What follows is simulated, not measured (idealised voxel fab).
This is a process module. Its name is voxel self aligned vias.
Square cells of 5 nm make up the cross-section cut, whose width is 205 nm.
Cross-section format: a grid of square cells, given as bands from top to bottom; each band is one or more rows of cells.
First you get the band's top height and its bottom height, in nm, and then the materials it's made of, left to right, with each width in nm. If you see a single material with "all across", that one covers the band edge to edge. "blank" is empty space.
Where do heights start? At 0: under that level the wafer as delivered is made of one material only. And the lowest band has no floor; it just carries on downward, as in "from 0 down".
The two numbers in a width such as "30..40" mark its ends across the band: the first belongs to the top row of cells, the second to the bottom row, and from each row to the next the width moves by the same amount.
Take "nothing altered" at face value: in the step it is given for, the cross-section changed in none of its cells.
Entry "Enclosed internal voids" = empty spaces >= 8 cells with no open way to the top; each as width x height at distance, distance from left edge, all nm.
Heads up: the bit after the settings on a step's line is the simulator's remark on that step.
Among the settings permitted on a step's line is "overlay nm"; applied to a step with a mask, it specifies the extent to which the mask lay to the right of its planned position, whereas a negative figure signifies a position to the left.
PROCESS STEPS - PLAN
- 1: RECEIVE,material Si
- 2: CONFORMAL_DEP,material SiO2,thk nm 10
- 3: CONFORMAL_DEP,material SiCN,thk nm 5
- 4: DIRECTIONAL_DEP,material lowk,thk nm 20
- 5: PATTERN,tone open,mask id LINES,material resist,width nm 25,pitch nm 65,thk nm 20,overlay nm 0
- 6: DIRECTIONAL_ETCH,etch materials lowk,depth nm 20
- 7: STRIP,etch materials resist
- 8: CONFORMAL_DEP,material TiN,thk nm 5
- 9: FILL_DEP,material Ru,thk nm 5
- 10: CMP,height nm 35
- 11: SELECTIVE_ETCH,etch materials W Ru TiN,depth nm 10
- 12: FILL_DEP,material SiN,thk nm 5
- 13: CMP,height nm 35
- 14: DIRECTIONAL_DEP,material lowk,thk nm 15
- 15: DIRECTIONAL_DEP,material aC,thk nm 10
- 16: PATTERN,tone open,mask id VIAS,material resist,width nm 45,thk nm 25,overlay nm 0
- 17: DIRECTIONAL_ETCH,etch materials aC,depth nm 10
- 18: STRIP,etch materials resist
- 19: DIRECTIONAL_ETCH,etch materials lowk,depth nm 15
- 20: DIRECTIONAL_ETCH,etch materials SiN,depth nm 10
- 21: STRIP,etch materials aC
- 22: CONFORMAL_DEP,material TiN,thk nm 5
- 23: FILL_DEP,material Cu,thk nm 5
- 24: CMP,height nm 50
- 25: CONFORMAL_DEP,material SiN,thk nm 5
FIRST WAFER, AS PLANNED
AS RECEIVED, AFTER STEP 1
- from 0 down  Si all across
- Enclosed internal voids: none
CROSS-SECTION: WAFER STATE AFTER STEP 2
- from 10 to 0  SiO2 all across
- Whatever lies below 0 is exactly as it was before.
CROSS-SECTION: WAFER STATE AFTER STEP 3
- from 15 to 10  SiCN all across
- Whatever lies below 10 is exactly as it was before.
CROSS-SECTION: WAFER STATE AFTER STEP 4
- from 35 to 15  lowk all across
- Whatever lies below 15 is exactly as it was before.
CROSS-SECTION: WAFER STATE AFTER STEP 5
- from 55 to 35  resist 55 nm / blank 25 nm / resist 40 nm / blank 25 nm / resist 60 nm
- Whatever lies below 35 is exactly as it was before.
CROSS-SECTION: WAFER STATE AFTER STEP 6
- from 55 to 35  resist 55 nm / blank 25 nm / resist 40 nm / blank 25 nm / resist 60 nm
- from 35 to 15  lowk 55 nm / blank 25 nm / lowk 40 nm / blank 25 nm / lowk 60 nm
- Whatever lies below 15 is exactly as it was before.
CROSS-SECTION: WAFER STATE AFTER STEP 7
- from 35 to 15  lowk 55 nm / blank 25 nm / lowk 40 nm / blank 25 nm / lowk 60 nm
- Whatever lies below 15 is exactly as it was before.
CROSS-SECTION: WAFER STATE AFTER STEP 8
- from 40 to 35  TiN 60 nm / blank 15 nm / TiN 50 nm / blank 15 nm / TiN 65 nm
- from 35 to 20  lowk 55 nm / TiN 5 nm / blank 15 nm / TiN 5 nm / lowk 40 nm / TiN 5 nm / blank 15 nm / TiN 5 nm / lowk 60 nm
- from 20 to 15  lowk 55 nm / TiN 25 nm / lowk 40 nm / TiN 25 nm / lowk 60 nm
- Whatever lies below 15 is exactly as it was before.
CROSS-SECTION: WAFER STATE AFTER STEP 9
- from 45 to 40  Ru all across
- from 40 to 35  TiN 60 nm / Ru 15 nm / TiN 50 nm / Ru 15 nm / TiN 65 nm
- from 35 to 20  lowk 55 nm / TiN 5 nm / Ru 15 nm / TiN 5 nm / lowk 40 nm / TiN 5 nm / Ru 15 nm / TiN 5 nm / lowk 60 nm
- Whatever lies below 20 is exactly as it was before.
CROSS-SECTION: WAFER STATE AFTER STEP 10
- from 35 to 20  lowk 55 nm / TiN 5 nm / Ru 15 nm / TiN 5 nm / lowk 40 nm / TiN 5 nm / Ru 15 nm / TiN 5 nm / lowk 60 nm
- Whatever lies below 20 is exactly as it was before.
CROSS-SECTION: WAFER STATE AFTER STEP 11
- from 35 to 25  lowk 55 nm / blank 25 nm / lowk 40 nm / blank 25 nm / lowk 60 nm
- Whatever lies below 25 is exactly as it was before.
CROSS-SECTION: WAFER STATE AFTER STEP 12
- from 40 to 35  SiN all across
- from 35 to 25  lowk 55 nm / SiN 25 nm / lowk 40 nm / SiN 25 nm / lowk 60 nm
- Whatever lies below 25 is exactly as it was before.
CROSS-SECTION: WAFER STATE AFTER STEP 13
- from 35 to 25  lowk 55 nm / SiN 25 nm / lowk 40 nm / SiN 25 nm / lowk 60 nm
- Whatever lies below 25 is exactly as it was before.
CROSS-SECTION: WAFER STATE AFTER STEP 14
- from 50 to 35  lowk all across
- Whatever lies below 35 is exactly as it was before.
CROSS-SECTION: WAFER STATE AFTER STEP 15
- from 60 to 50  aC all across
- Whatever lies below 50 is exactly as it was before.
CROSS-SECTION: WAFER STATE AFTER STEP 16
- from 85 to 60  resist 45 nm / blank 45 nm / resist 115 nm
- Whatever lies below 60 is exactly as it was before.
CROSS-SECTION: WAFER STATE AFTER STEP 17
- from 75 to 60  resist 45 nm / blank 45 nm / resist 115 nm
- from 60 to 50  aC 45 nm / blank 45 nm / aC 115 nm
- Whatever lies below 50 is exactly as it was before.
CROSS-SECTION: WAFER STATE AFTER STEP 18
- from 60 to 50  aC 45 nm / blank 45 nm / aC 115 nm
- Whatever lies below 50 is exactly as it was before.
CROSS-SECTION: WAFER STATE AFTER STEP 19
- from 60 to 50  aC 45 nm / blank 45 nm / aC 115 nm
- from 50 to 35  lowk 45 nm / blank 45 nm / lowk 115 nm
- Whatever lies below 35 is exactly as it was before.
CROSS-SECTION: WAFER STATE AFTER STEP 20
- from 60 to 50  aC 45 nm / blank 45 nm / aC 115 nm
- from 50 to 35  lowk 45 nm / blank 45 nm / lowk 115 nm
- from 35 to 25  lowk 55 nm / blank 25 nm / lowk 40 nm / SiN 25 nm / lowk 60 nm
- Whatever lies below 25 is exactly as it was before.
CROSS-SECTION: WAFER STATE AFTER STEP 21
- from 50 to 35  lowk 45 nm / blank 45 nm / lowk 115 nm
- Whatever lies below 35 is exactly as it was before.
CROSS-SECTION: WAFER STATE AFTER STEP 22
- from 55 to 50  TiN 50 nm / blank 35 nm / TiN 120 nm
- from 50 to 40  lowk 45 nm / TiN 5 nm / blank 35 nm / TiN 5 nm / lowk 115 nm
- from 40 to 35  lowk 45 nm / TiN 15 nm / blank 15 nm / TiN 15 nm / lowk 115 nm
- from 35 to 30  lowk 55 nm / TiN 5 nm / blank 15 nm / TiN 5 nm / lowk 40 nm / SiN 25 nm / lowk 60 nm
- from 30 to 25  lowk 55 nm / TiN 25 nm / lowk 40 nm / SiN 25 nm / lowk 60 nm
- Whatever lies below 25 is exactly as it was before.
CROSS-SECTION: WAFER STATE AFTER STEP 23
- from 60 to 55  Cu all across
- from 55 to 50  TiN 50 nm / Cu 35 nm / TiN 120 nm
- from 50 to 40  lowk 45 nm / TiN 5 nm / Cu 35 nm / TiN 5 nm / lowk 115 nm
- from 40 to 35  lowk 45 nm / TiN 15 nm / Cu 15 nm / TiN 15 nm / lowk 115 nm
- from 35 to 30  lowk 55 nm / TiN 5 nm / Cu 15 nm / TiN 5 nm / lowk 40 nm / SiN 25 nm / lowk 60 nm
- Whatever lies below 30 is exactly as it was before.
CROSS-SECTION: WAFER STATE AFTER STEP 24
- from 50 to 40  lowk 45 nm / TiN 5 nm / Cu 35 nm / TiN 5 nm / lowk 115 nm
- Whatever lies below 40 is exactly as it was before.
CROSS-SECTION: WAFER STATE AFTER STEP 25
- from 55 to 50  SiN all across
- Whatever lies below 50 is exactly as it was before.
SECOND WAFER - SHARED START AND PLAN WITH THE FIRST - ONE ERROR IN RUNNING - SAME AS THE FIRST UP TO STEP 15 INCLUSIVE
CROSS-SECTION: SECOND WAFER, TIME AT WHICH STEP 16 WAS SCHEDULED TO END
- from 85 to 60  resist 50 nm / blank 40 nm / resist 115 nm
- Whatever lies below 60 is exactly as it was before.
CROSS-SECTION: SECOND WAFER, TIME AT WHICH STEP 17 WAS SCHEDULED TO END
- from 75 to 60  resist 50 nm / blank 40 nm / resist 115 nm
- from 60 to 50  aC 50 nm / blank 40 nm / aC 115 nm
- Whatever lies below 50 is exactly as it was before.
CROSS-SECTION: SECOND WAFER, TIME AT WHICH STEP 18 WAS SCHEDULED TO END
- from 60 to 50  aC 50 nm / blank 40 nm / aC 115 nm
- Whatever lies below 50 is exactly as it was before.
CROSS-SECTION: SECOND WAFER, TIME AT WHICH STEP 19 WAS SCHEDULED TO END
- from 60 to 50  aC 50 nm / blank 40 nm / aC 115 nm
- from 50 to 35  lowk 50 nm / blank 40 nm / lowk 115 nm
- Whatever lies below 35 is exactly as it was before.
CROSS-SECTION: SECOND WAFER, TIME AT WHICH STEP 20 WAS SCHEDULED TO END
- from 60 to 50  aC 50 nm / blank 40 nm / aC 115 nm
- from 50 to 35  lowk 50 nm / blank 40 nm / lowk 115 nm
- from 35 to 25  lowk 55 nm / blank 25 nm / lowk 40 nm / SiN 25 nm / lowk 60 nm
- Whatever lies below 25 is exactly as it was before.
CROSS-SECTION: SECOND WAFER, TIME AT WHICH STEP 21 WAS SCHEDULED TO END
- from 50 to 35  lowk 50 nm / blank 40 nm / lowk 115 nm
- Whatever lies below 35 is exactly as it was before.
CROSS-SECTION: SECOND WAFER, TIME AT WHICH STEP 22 WAS SCHEDULED TO END
- from 55 to 50  TiN 55 nm / blank 30 nm / TiN 120 nm
- from 50 to 40  lowk 50 nm / TiN 5 nm / blank 30 nm / TiN 5 nm / lowk 115 nm
- from 40 to 35  lowk 50 nm / TiN 10 nm / blank 15 nm / TiN 15 nm / lowk 115 nm
- from 35 to 30  lowk 55 nm / TiN 5 nm / blank 15 nm / TiN 5 nm / lowk 40 nm / SiN 25 nm / lowk 60 nm
- from 30 to 25  lowk 55 nm / TiN 25 nm / lowk 40 nm / SiN 25 nm / lowk 60 nm
- Whatever lies below 25 is exactly as it was before.
CROSS-SECTION: SECOND WAFER, TIME AT WHICH STEP 23 WAS SCHEDULED TO END
- from 60 to 55  Cu all across
- from 55 to 50  TiN 55 nm / Cu 30 nm / TiN 120 nm
- from 50 to 40  lowk 50 nm / TiN 5 nm / Cu 30 nm / TiN 5 nm / lowk 115 nm
- from 40 to 35  lowk 50 nm / TiN 10 nm / Cu 15 nm / TiN 15 nm / lowk 115 nm
- from 35 to 30  lowk 55 nm / TiN 5 nm / Cu 15 nm / TiN 5 nm / lowk 40 nm / SiN 25 nm / lowk 60 nm
- Whatever lies below 30 is exactly as it was before.
CROSS-SECTION: SECOND WAFER, TIME AT WHICH STEP 24 WAS SCHEDULED TO END
- from 50 to 40  lowk 50 nm / TiN 5 nm / Cu 30 nm / TiN 5 nm / lowk 115 nm
- Whatever lies below 40 is exactly as it was before.
CROSS-SECTION: SECOND WAFER, TIME AT WHICH STEP 25 WAS SCHEDULED TO END
- from 55 to 50  SiN all across
- Whatever lies below 50 is exactly as it was before.
What broke from the plan during processing? note that step 16 departed from the planned setting and was carried out as PATTERN,tone open,mask id VIAS,material resist,width nm 40,thk nm 25,overlay nm 0
Wrapping up, a cell-based count of both wafers puts the second over or under the first for these materials: Cu: 2 fewer, TiN: 1 fewer, lowk: 3 more
